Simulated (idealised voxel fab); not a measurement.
process module | voxel transistor to metal
cross-section cut | 150 nm wide | cells 5 nm
A cross-section is a grid of square cells, given in bands from the top down. A band is one or more rows of cells.
Each band's line starts with the height of the band's top and of its bottom, in nm. Then come its materials from left to right, each with its width in nm. One material with "throughout" fills the band from edge to edge. "air" is empty space.
Height 0 is the level under which the wafer as received is all one material. The lowest band goes on downwards, as in "0 down".
A width such as "30 to 40" changes by the same amount from each row of cells to the next, from the band's top row to its bottom row.
"no change" after a step means that no cell of the cross-section changed.
closed voids: empty space of 8 cells or more with no open way to the top, each as width x height at its distance from the left edge, in nm
after a step's settings: what the simulator itself notes on the step
overlay nm, on a step with a mask: how far to the right of its planned place the mask lay; to the left if negative
plan
1 op RECEIVE | material Si
2 op OXIDIZE | depth nm 5
3 op CONFORMAL_DEP | material SiN | thk nm 10
4 op MASKED_ETCH | tone cover | mask id ACTIVE | width nm 115 | etch materials SiN | depth nm 10 | overlay nm 0
5 op MASKED_ETCH | tone cover | mask id ACTIVE | width nm 115 | etch materials SiO2 | depth nm 5 | overlay nm 0
6 op MASKED_ETCH | tone cover | mask id ACTIVE | width nm 115 | etch materials Si | depth nm 20 | overlay nm 0
7 op FILL_DEP | material SiO2 | thk nm 15
8 op CMP | height nm 10
9 op SELECTIVE_ETCH | etch materials SiO2 | depth nm 5
10 op STRIP | etch materials SiN
11 op SELECTIVE_ETCH | etch materials SiO2 | depth nm 5
12 op OXIDIZE | depth nm 5
13 op DIRECTIONAL_DEP | material polySi | thk nm 30
14 op DIRECTIONAL_DEP | material SiCN | thk nm 15
15 op MASKED_ETCH | tone cover | mask id GATE | width nm 35 | etch materials SiCN | depth nm 25 | overlay nm 0
16 op MASKED_ETCH | tone cover | mask id GATE | width nm 35 | etch materials polySi | depth nm 40 | overlay nm 0
17 op CONFORMAL_DEP | material SiN | thk nm 5
18 op DIRECTIONAL_ETCH | etch materials SiN | depth nm 5
19 op DIRECTIONAL_ETCH | etch materials SiO2 | depth nm 5
20 op DIRECTIONAL_ETCH | etch materials Si | depth nm 5
21 op EPI | material nSi | thk nm 5
22 op FILL_DEP | material SiO2 | thk nm 10
23 op CMP | height nm 25
24 op STRIP | etch materials polySi
25 op SELECTIVE_ETCH | etch materials SiO2 | depth nm 5
26 op CONFORMAL_DEP | material HfO2 | thk nm 5
27 op CONFORMAL_DEP | material TiN | thk nm 5
28 op FILL_DEP | material W | thk nm 5
29 op CMP | height nm 20
30 op DIRECTIONAL_DEP | material SiO2 | thk nm 15
31 op DIRECTIONAL_DEP | material aC | thk nm 15
32 op PATTERN | tone open | mask id CONTACT | material resist | width nm 15 | pitch nm 80 | thk nm 30 | overlay nm 0
33 op DIRECTIONAL_ETCH | etch materials aC | depth nm 15
34 op STRIP | etch materials resist
35 op DIRECTIONAL_ETCH | etch materials SiO2 | depth nm 45
36 op STRIP | etch materials aC
37 op CONFORMAL_DEP | material TiN | thk nm 5
38 op FILL_DEP | material W | thk nm 10
39 op CMP | height nm 35
40 op DIRECTIONAL_DEP | material TiN | thk nm 5
41 op DIRECTIONAL_DEP | material Ru | thk nm 25
42 op PATTERN | tone cover | mask id METAL_1 | material resist | width nm 15 | pitch nm 80 | thk nm 15 | overlay nm 0
43 op DIRECTIONAL_ETCH | etch materials Ru | depth nm 25
44 op DIRECTIONAL_ETCH | etch materials TiN | depth nm 5
45 op STRIP | etch materials resist
46 op FILL_DEP | material lowk | thk nm 10
47 op CMP | height nm 65
48 op CONFORMAL_DEP | material SiN | thk nm 5
as received, after step 1
  0 down: Si throughout
  closed voids: none
a wafer at the end: this start, this plan, one mistake
  70 to 65: SiN throughout
  65 to 60: lowk 25 | TiN 15 | lowk 65 | TiN 15 | lowk 30
  60 to 35: TiN throughout
  35 to 20: SiO2 25 | TiN 5 | W 5 | TiN 5 | SiO2 65 | TiN 5 | W 5 | TiN 5 | SiO2 30
  20 to 0: SiO2 25 | TiN 5 | W 5 | TiN 5 | SiO2 10 | SiN 5 | HfO2 5 | TiN 5 | W 15 | TiN 5 | HfO2 5 | SiN 5 | SiO2 10 | TiN 5 | W 5 | TiN 5 | SiO2 30
  0 to -5: SiO2 10 | SiN 5 | SiO2 10 | TiN 5 | W 5 | TiN 5 | SiO2 10 | SiN 5 | HfO2 5 | TiN 25 | HfO2 5 | SiN 5 | SiO2 10 | TiN 5 | W 5 | TiN 5 | SiO2 10 | SiN 5 | SiO2 15
  -5 to -10: SiO2 25 | TiN 15 | SiO2 5 | nSi 5 | HfO2 45 | nSi 5 | SiO2 5 | TiN 15 | SiO2 30
  -10 to -15: SiO2 15 | nSi 35 | Si 45 | nSi 35 | SiO2 20
  -15 to -25: SiO2 15 | Si 115 | SiO2 20
  -25 down: Si throughout
  closed voids: none
what went wrong: step 41 ran as: op DIRECTIONAL_DEP | material TiN | thk nm 25
